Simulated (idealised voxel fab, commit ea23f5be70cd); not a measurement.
Documented hereafter: the process module known as voxel gate over fins.
Cross-sectional view cut (width: 150 nm; square cell size: 5 nm).
Cross-section layout: square cells on a grid; listed as bands, top to bottom; a band spans one or more cell rows. Band entry format. Leading values: height of top, height of bottom, nm. Remainder: materials in left-to-right order, each with its width in nm. Special words: "throughout" on a single material, which then fills the band edge to edge; "blank", empty space. Beneath 0, the wafer as received is one material, and that level is where height counting begins. The lowest band goes on downward without a bottom; it is written like "0 nm and below". A width such as "30 to 40" changes by the same amount from each row of cells to the next, from the band's top row to its bottom row. A step reported as "nothing changed" is a step in which no cell of the cross-section changed. Basically, "Voids lacking openings" tells you about the enclosed voids: empty spaces with no open way to the top, 8 cells or bigger, each written width x height at distance, where distance is from the left edge, all in nm. On a step's line, text after the settings is the simulator commenting on that step. overlay nm: right-of-plan distance of the mask on a masked step; negative values mean left-of-plan.
Planned step list for the process:
1. RECEIVE with material Si
2. CONFORMAL_DEP with material SiN, thk nm 10
3. DIRECTIONAL_DEP with material aC, thk nm 15
4. PATTERN with tone cover, mask id FINS, material resist, width nm 15, pitch nm 35, thk nm 35, overlay nm 0
5. DIRECTIONAL_ETCH with etch materials aC, depth nm 15
6. STRIP with etch materials resist
7. DIRECTIONAL_ETCH with etch materials SiN, depth nm 10
8. DIRECTIONAL_ETCH with etch materials Si, depth nm 35
9. STRIP with etch materials aC
10. OXIDIZE with depth nm 5
11. FILL_DEP with material SiO2, thk nm 15
12. CMP with height nm 10
13. SELECTIVE_ETCH with etch materials SiO2, depth nm 25
14. STRIP with etch materials SiN
15. CONFORMAL_DEP with material HfO2, thk nm 5
16. CONFORMAL_DEP with material TiN, thk nm 5
17. FILL_DEP with material W, thk nm 10
18. CMP with height nm 15
19. CONFORMAL_DEP with material SiCN, thk nm 5
The first of a set of two wafers, run to plan:
Wafer as received: cross-section following step 1:
* 0 nm and below  Si throughout
* Voids lacking openings: none
How the wafer stands in section after step 2:
* 10 nm to 0 nm  SiN throughout
* Everything under 0 stays put, no change at all.
How the wafer stands in section after step 3:
* 25 nm to 10 nm  aC throughout
* Everything under 10 stays put, no change at all.
How the wafer stands in section after step 4:
* 60 nm to 25 nm  blank 50 nm  resist 15 nm  blank 20 nm  resist 15 nm  blank 50 nm
* Everything under 25 stays put, no change at all.
How the wafer stands in section after step 5:
* 45 nm to 25 nm  blank 50 nm  resist 15 nm  blank 20 nm  resist 15 nm  blank 50 nm
* 25 nm to 10 nm  blank 50 nm  aC 15 nm  blank 20 nm  aC 15 nm  blank 50 nm
* Everything under 10 stays put, no change at all.
How the wafer stands in section after step 6:
* 25 nm to 10 nm  blank 50 nm  aC 15 nm  blank 20 nm  aC 15 nm  blank 50 nm
* Everything under 10 stays put, no change at all.
How the wafer stands in section after step 7:
* 25 nm to 10 nm  blank 50 nm  aC 15 nm  blank 20 nm  aC 15 nm  blank 50 nm
* 10 nm to 0 nm  blank 50 nm  SiN 15 nm  blank 20 nm  SiN 15 nm  blank 50 nm
* Everything under 0 stays put, no change at all.
How the wafer stands in section after step 8:
* 25 nm to 10 nm  blank 50 nm  aC 15 nm  blank 20 nm  aC 15 nm  blank 50 nm
* 10 nm to 0 nm  blank 50 nm  SiN 15 nm  blank 20 nm  SiN 15 nm  blank 50 nm
* 0 nm to -35 nm  blank 50 nm  Si 15 nm  blank 20 nm  Si 15 nm  blank 50 nm
* Everything under -35 stays put, no change at all.
How the wafer stands in section after step 9:
* 10 nm to 0 nm  blank 50 nm  SiN 15 nm  blank 20 nm  SiN 15 nm  blank 50 nm
* Everything under 0 stays put, no change at all.
How the wafer stands in section after step 10:
* 10 nm to 0 nm  blank 50 nm  SiN 15 nm  blank 20 nm  SiN 15 nm  blank 50 nm
* 0 nm to -35 nm  blank 50 nm  SiO2 5 nm  Si 5 nm  SiO2 5 nm  blank 20 nm  SiO2 5 nm  Si 5 nm  SiO2 5 nm  blank 50 nm
* -35 nm to -40 nm  SiO2 55 nm  Si 5 nm  SiO2 30 nm  Si 5 nm  SiO2 55 nm
* Everything under -40 stays put, no change at all.
How the wafer stands in section after step 11:
* 25 nm to 10 nm  SiO2 throughout
* 10 nm to 0 nm  SiO2 50 nm  SiN 15 nm  SiO2 20 nm  SiN 15 nm  SiO2 50 nm
* 0 nm to -40 nm  SiO2 55 nm  Si 5 nm  SiO2 30 nm  Si 5 nm  SiO2 55 nm
* Everything under -40 stays put, no change at all.
How the wafer stands in section after step 12:
* 10 nm to 0 nm  SiO2 50 nm  SiN 15 nm  SiO2 20 nm  SiN 15 nm  SiO2 50 nm
* Everything under 0 stays put, no change at all.
How the wafer stands in section after step 13:
* 10 nm to 0 nm  blank 50 nm  SiN 15 nm  blank 20 nm  SiN 15 nm  blank 50 nm
* 0 nm to -15 nm  blank 55 nm  Si 5 nm  blank 30 nm  Si 5 nm  blank 55 nm
* Everything under -15 stays put, no change at all.
How the wafer stands in section after step 14:
* 0 nm to -15 nm  blank 55 nm  Si 5 nm  blank 30 nm  Si 5 nm  blank 55 nm
* Everything under -15 stays put, no change at all.
How the wafer stands in section after step 15:
* 5 nm to 0 nm  blank 50 nm  HfO2 15 nm  blank 20 nm  HfO2 15 nm  blank 50 nm
* 0 nm to -10 nm  blank 50 nm  HfO2 5 nm  Si 5 nm  HfO2 5 nm  blank 20 nm  HfO2 5 nm  Si 5 nm  HfO2 5 nm  blank 50 nm
* -10 nm to -15 nm  HfO2 55 nm  Si 5 nm  HfO2 30 nm  Si 5 nm  HfO2 55 nm
* Everything under -15 stays put, no change at all.
How the wafer stands in section after step 16:
* 10 nm to 5 nm  blank 45 nm  TiN 25 nm  blank 10 nm  TiN 25 nm  blank 45 nm
* 5 nm to 0 nm  blank 45 nm  TiN 5 nm  HfO2 15 nm  TiN 5 nm  blank 10 nm  TiN 5 nm  HfO2 15 nm  TiN 5 nm  blank 45 nm
* 0 nm to -5 nm  blank 45 nm  TiN 5 nm  HfO2 5 nm  Si 5 nm  HfO2 5 nm  TiN 5 nm  blank 10 nm  TiN 5 nm  HfO2 5 nm  Si 5 nm  HfO2 5 nm  TiN 5 nm  blank 45 nm
* -5 nm to -10 nm  TiN 50 nm  HfO2 5 nm  Si 5 nm  HfO2 5 nm  TiN 20 nm  HfO2 5 nm  Si 5 nm  HfO2 5 nm  TiN 50 nm
* Everything under -10 stays put, no change at all.
How the wafer stands in section after step 17:
* 20 nm to 10 nm  W throughout
* 10 nm to 5 nm  W 45 nm  TiN 25 nm  W 10 nm  TiN 25 nm  W 45 nm
* 5 nm to 0 nm  W 45 nm  TiN 5 nm  HfO2 15 nm  TiN 5 nm  W 10 nm  TiN 5 nm  HfO2 15 nm  TiN 5 nm  W 45 nm
* 0 nm to -5 nm  W 45 nm  TiN 5 nm  HfO2 5 nm  Si 5 nm  HfO2 5 nm  TiN 5 nm  W 10 nm  TiN 5 nm  HfO2 5 nm  Si 5 nm  HfO2 5 nm  TiN 5 nm  W 45 nm
* Everything under -5 stays put, no change at all.
How the wafer stands in section after step 18:
* 15 nm to 10 nm  W throughout
* Everything under 10 stays put, no change at all.
How the wafer stands in section after step 19:
* 20 nm to 15 nm  SiCN throughout
* Everything under 15 stays put, no change at all.
Okay, second wafer. Nothing different at the start, nothing different in the plan, just one mistake somewhere in the running. As far as step 3, counting that step, it's the first wafer all over again:
Cross-section of the second wafer when, according to plan, step 4 should have finished:
* 60 nm to 25 nm  resist 50 nm  blank 15 nm  resist 20 nm  blank 15 nm  resist 50 nm
* Everything under 25 stays put, no change at all.
Cross-section of the second wafer when, according to plan, step 5 should have finished:
* 45 nm to 25 nm  resist 50 nm  blank 15 nm  resist 20 nm  blank 15 nm  resist 50 nm
* 25 nm to 10 nm  aC 50 nm  blank 15 nm  aC 20 nm  blank 15 nm  aC 50 nm
* Everything under 10 stays put, no change at all.
Cross-section of the second wafer when, according to plan, step 6 should have finished:
* 25 nm to 10 nm  aC 50 nm  blank 15 nm  aC 20 nm  blank 15 nm  aC 50 nm
* Everything under 10 stays put, no change at all.
Cross-section of the second wafer when, according to plan, step 7 should have finished:
* 25 nm to 10 nm  aC 50 nm  blank 15 nm  aC 20 nm  blank 15 nm  aC 50 nm
* 10 nm to 0 nm  SiN 50 nm  blank 15 nm  SiN 20 nm  blank 15 nm  SiN 50 nm
* Everything under 0 stays put, no change at all.
Cross-section of the second wafer when, according to plan, step 8 should have finished:
* 25 nm to 10 nm  aC 50 nm  blank 15 nm  aC 20 nm  blank 15 nm  aC 50 nm
* 10 nm to 0 nm  SiN 50 nm  blank 15 nm  SiN 20 nm  blank 15 nm  SiN 50 nm
* 0 nm to -35 nm  Si 50 nm  blank 15 nm  Si 20 nm  blank 15 nm  Si 50 nm
* Everything under -35 stays put, no change at all.
Cross-section of the second wafer when, according to plan, step 9 should have finished:
* 10 nm to 0 nm  SiN 50 nm  blank 15 nm  SiN 20 nm  blank 15 nm  SiN 50 nm
* Everything under 0 stays put, no change at all.
Cross-section of the second wafer when, according to plan, step 10 should have finished:
* 10 nm to 0 nm  SiN 50 nm  blank 15 nm  SiN 20 nm  blank 15 nm  SiN 50 nm
* 0 nm to -35 nm  Si 45 nm  SiO2 5 nm  blank 15 nm  SiO2 5 nm  Si 10 nm  SiO2 5 nm  blank 15 nm  SiO2 5 nm  Si 45 nm
* -35 nm to -40 nm  Si 45 nm  SiO2 25 nm  Si 10 nm  SiO2 25 nm  Si 45 nm
* Everything under -40 stays put, no change at all.
Cross-section of the second wafer when, according to plan, step 11 should have finished:
* 25 nm to 10 nm  SiO2 throughout
* 10 nm to 0 nm  SiN 50 nm  SiO2 15 nm  SiN 20 nm  SiO2 15 nm  SiN 50 nm
* 0 nm to -40 nm  Si 45 nm  SiO2 25 nm  Si 10 nm  SiO2 25 nm  Si 45 nm
* Everything under -40 stays put, no change at all.
Cross-section of the second wafer when, according to plan, step 12 should have finished:
* 10 nm to 0 nm  SiN 50 nm  SiO2 15 nm  SiN 20 nm  SiO2 15 nm  SiN 50 nm
* Everything under 0 stays put, no change at all.
Cross-section of the second wafer when, according to plan, step 13 should have finished:
* 10 nm to 0 nm  SiN 50 nm  blank 15 nm  SiN 20 nm  blank 15 nm  SiN 50 nm
* 0 nm to -15 nm  Si 45 nm  blank 25 nm  Si 10 nm  blank 25 nm  Si 45 nm
* Everything under -15 stays put, no change at all.
Cross-section of the second wafer when, according to plan, step 14 should have finished:
* 0 nm to -15 nm  Si 45 nm  blank 25 nm  Si 10 nm  blank 25 nm  Si 45 nm
* Everything under -15 stays put, no change at all.
Cross-section of the second wafer when, according to plan, step 15 should have finished:
* 5 nm to 0 nm  HfO2 50 nm  blank 15 nm  HfO2 20 nm  blank 15 nm  HfO2 50 nm
* 0 nm to -10 nm  Si 45 nm  HfO2 5 nm  blank 15 nm  HfO2 5 nm  Si 10 nm  HfO2 5 nm  blank 15 nm  HfO2 5 nm  Si 45 nm
* -10 nm to -15 nm  Si 45 nm  HfO2 25 nm  Si 10 nm  HfO2 25 nm  Si 45 nm
* Everything under -15 stays put, no change at all.
Cross-section of the second wafer when, according to plan, step 16 should have finished:
* 10 nm to 5 nm  TiN 55 nm  blank 5 nm  TiN 30 nm  blank 5 nm  TiN 55 nm
* 5 nm to 0 nm  HfO2 50 nm  TiN 5 nm  blank 5 nm  TiN 5 nm  HfO2 20 nm  TiN 5 nm  blank 5 nm  TiN 5 nm  HfO2 50 nm
* 0 nm to -5 nm  Si 45 nm  HfO2 5 nm  TiN 5 nm  blank 5 nm  TiN 5 nm  HfO2 5 nm  Si 10 nm  HfO2 5 nm  TiN 5 nm  blank 5 nm  TiN 5 nm  HfO2 5 nm  Si 45 nm
* -5 nm to -10 nm  Si 45 nm  HfO2 5 nm  TiN 15 nm  HfO2 5 nm  Si 10 nm  HfO2 5 nm  TiN 15 nm  HfO2 5 nm  Si 45 nm
* Everything under -10 stays put, no change at all.
Cross-section of the second wafer when, according to plan, step 17 should have finished:
* 20 nm to 10 nm  W throughout
* 10 nm to 5 nm  TiN 55 nm  W 5 nm  TiN 30 nm  W 5 nm  TiN 55 nm
* 5 nm to 0 nm  HfO2 50 nm  TiN 5 nm  W 5 nm  TiN 5 nm  HfO2 20 nm  TiN 5 nm  W 5 nm  TiN 5 nm  HfO2 50 nm
* 0 nm to -5 nm  Si 45 nm  HfO2 5 nm  TiN 5 nm  W 5 nm  TiN 5 nm  HfO2 5 nm  Si 10 nm  HfO2 5 nm  TiN 5 nm  W 5 nm  TiN 5 nm  HfO2 5 nm  Si 45 nm
* Everything under -5 stays put, no change at all.
Cross-section of the second wafer when, according to plan, step 18 should have finished:
* 15 nm to 10 nm  W throughout
* Everything under 10 stays put, no change at all.
Cross-section of the second wafer when, according to plan, step 19 should have finished:
* 20 nm to 15 nm  SiCN throughout
* Everything under 15 stays put, no change at all.
Against the plan, the run slipped here: contrary to plan, step 4 was performed as PATTERN with tone open, mask id FINS, material resist, width nm 15, pitch nm 35, thk nm 35, overlay nm 0
Counted in cells at the end, the second wafer holds more or fewer of these materials than the first: +144 Si, -90 SiO2, -54 W
